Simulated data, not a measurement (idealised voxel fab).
Herein follows the process module entitled voxel self aligned vias.
Cross-section cut spans 220 nm and uses square cells 5 nm in size.
Throughout this document, each cross-section is represented as a grid of square cells and is presented as a sequence of bands enumerated from the top downward, where a band comprises one or more rows of cells.
First you get the band's top height and its bottom height, in nm, and then the materials it's made of, left to right, with each width in nm. If you see a single material with "throughout", that one covers the band edge to edge. "air" is empty space.
Beneath 0, the wafer as received is one material, and that level is where height counting begins. The lowest band goes on downward without a bottom; it is written like "from 0 down".
Note: "30->40" means the width goes from the first number (top row of the band) to the second number (bottom row) in equal steps per row of cells.
You'll sometimes find "nothing was modified" written for a step, and that's the way of saying that nowhere in the cross-section did a cell change during that step.
Voids not open to the top, 8 cells minimum: see "Voids, enclosed". Written width x height at distance; distance is from the left edge; nm.
Where a step's line continues beyond its settings, the continuation is a remark by the simulator itself on that step.
The line of a step may include "overlay nm". On a step with a mask, this value is how far to the right of its planned place the mask lay. A negative value means the mask lay to the left.

[Process steps foreseen in the plan]
step 1: RECEIVE | material Si
step 2: CONFORMAL_DEP | material SiO2 | thk nm 10
step 3: CONFORMAL_DEP | material SiCN | thk nm 5
step 4: DIRECTIONAL_DEP | material SiO2 | thk nm 20
step 5: MASKED_ETCH | tone open | mask id LINES | width nm 20 | pitch nm 65 | etch materials SiO2 | depth nm 20 | overlay nm 0
step 6: CONFORMAL_DEP | material TiN | thk nm 5
step 7: FILL_DEP | material Ru | thk nm 5
step 8: CMP | height nm 35
step 9: SELECTIVE_ETCH | etch materials W Ru TiN | depth nm 5
step 10: FILL_DEP | material SiN | thk nm 5
step 11: CMP | height nm 35
step 12: DIRECTIONAL_DEP | material SiO2 | thk nm 20
step 13: DIRECTIONAL_DEP | material aC | thk nm 15
step 14: PATTERN | tone open | mask id VIAS | material resist | width nm 40 | pitch nm 130 | thk nm 35 | overlay nm 0
step 15: DIRECTIONAL_ETCH | etch materials aC | depth nm 15
step 16: STRIP | etch materials resist
step 17: DIRECTIONAL_ETCH | etch materials SiO2 | depth nm 20
step 18: DIRECTIONAL_ETCH | etch materials SiN | depth nm 5
step 19: STRIP | etch materials aC
step 20: CONFORMAL_DEP | material TiN | thk nm 5
step 21: FILL_DEP | material Ru | thk nm 5
step 22: CMP | height nm 55
step 23: CONFORMAL_DEP | material SiN | thk nm 5

[Cross-section: wafer on arrival = after step 1]
> from 0 down = Si throughout
> Voids, enclosed: none

[Here's the cross-section of the first of our two wafers at the end of the module - it ran as planned]
> from 60 to 55 = SiN throughout
> from 55 to 40 = SiO2 25, then TiN 5, then Ru 30, then TiN 5, then SiO2 90, then TiN 5, then Ru 30, then TiN 5, then SiO2 25
> from 40 to 35 = SiO2 25, then TiN 15, then Ru 10, then TiN 15, then SiO2 90, then TiN 15, then Ru 10, then TiN 15, then SiO2 25
> from 35 to 30 = SiO2 35, then TiN 20, then SiO2 45, then SiN 20, then SiO2 45, then TiN 20, then SiO2 35
> from 30 to 20 = SiO2 35, then TiN 5, then Ru 10, then TiN 5, then SiO2 45, then TiN 5, then Ru 10, then TiN 5, then SiO2 45, then TiN 5, then Ru 10, then TiN 5, then SiO2 35
> from 20 to 15 = SiO2 35, then TiN 20, then SiO2 45, then TiN 20, then SiO2 45, then TiN 20, then SiO2 35
> from 15 to 10 = SiCN throughout
> from 10 to 0 = SiO2 throughout
> from 0 down = Si throughout
> Voids, enclosed: none

[What the second wafer looks like in cross-section once the module is done. Its start and its plan matched the first wafer's exactly; what differed was one mistake in how it was run]
> from 60 to 55 = SiN throughout
> from 55 to 35 = SiO2 25, then TiN 5, then Ru 30, then TiN 5, then SiO2 90, then TiN 5, then Ru 30, then TiN 5, then SiO2 25
> from 35 to 30 = SiN 25, then TiN 40, then SiN 90, then TiN 40, then SiN 25
> from 30 to 25 = TiN 40, then Ru 10, then TiN 55, then Ru 10, then TiN 55, then Ru 10, then TiN 40
> from 25 to 10 = SiO2 35, then TiN 5, then Ru 10, then TiN 5, then SiO2 45, then TiN 5, then Ru 10, then TiN 5, then SiO2 45, then TiN 5, then Ru 10, then TiN 5, then SiO2 35
> from 10 to 5 = SiO2 35, then TiN 20, then SiO2 45, then TiN 20, then SiO2 45, then TiN 20, then SiO2 35
> from 5 to 0 = SiCN throughout
> from 0 down = Si throughout
> Voids, enclosed: none
What went wrong in running the wafer? step 2 of the plan was jumped over and never run
Looking at both finished wafers in cells, the second ends up ahead of or behind the first on some materials: 20 more of Ru; 24 more of SiN; 88 fewer of SiO2; 44 more of TiN
